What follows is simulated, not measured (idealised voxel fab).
Process module heading - voxel lift off
Cross-section cut spans 295 nm and uses square cells 5 nm in size.
A cross-section is written here as square cells arranged in a grid, and it is given in bands from the top down, each band taking up one or more rows of cells. In this notation a band is specified by the heights of its top and bottom, in that order and in nm, after which its materials appear from left to right, each paired with its width in nm. The word "all across" attached to a single material means that material fills the band from edge to edge; the word "blank" stands for empty space. Beneath 0, the wafer as received is one material, and that level is where height counting begins. The lowest band goes on downward without a bottom; it is written like "top 0, no bottom". Think of "30 to 40" as a width that walks from the first number to the second as you go down the band, top row to bottom row, taking equal-sized steps from row to row. "nothing altered" for a step: no cell of the cross-section changed in that step. The entry "Enclosed cavity list" lists the empty spaces that cover at least 8 cells and have no open path to the top. Each is written as width x height at distance, where the distance is measured from the left edge and all three values are in nm. Anything after a step's settings on that line? It's the simulator's own note about the step. On any step carrying a mask, the "overlay nm" setting, if present on the step's line, tells how far right of its planned place the mask lay; negative values point to the left.
PROCESS STEPS (PLANNED)
| 1 | op RECEIVE | material Si |
| 2 | op CONFORMAL_DEP | material SiN | thk nm 10 |
| 3 | op PATTERN | tone open | mask id LINES | material resist | width nm 20 | pitch nm 40 | thk nm 25 | overlay nm 0 |
| 4 | op DIRECTIONAL_DEP | material Ru | thk nm 15 |
| 5 | op STRIP | etch materials resist |
| 6 | op CONFORMAL_DEP | material SiN | thk nm 10 |
CROSS-SECTION OF THE WAFER AS IT CAME TO US, I.E., ALREADY THROUGH STEP 1
* top 0, no bottom: Si all across
* Enclosed cavity list: none
FINAL CROSS-SECTION, MODULE RUN WITH ONE MISTAKE (START AND PLAN AS ABOVE)
* top 35, bottom 20: blank=105 | Ru=80 | blank=110
* top 20, bottom 10: Ru all across
* top 10, bottom 0: SiN all across
* top 0, no bottom: Si all across
* Enclosed cavity list: none
Run error: note that step 6 departed from the planned setting and was carried out as op CONFORMAL_DEP | material Ru | thk nm 10
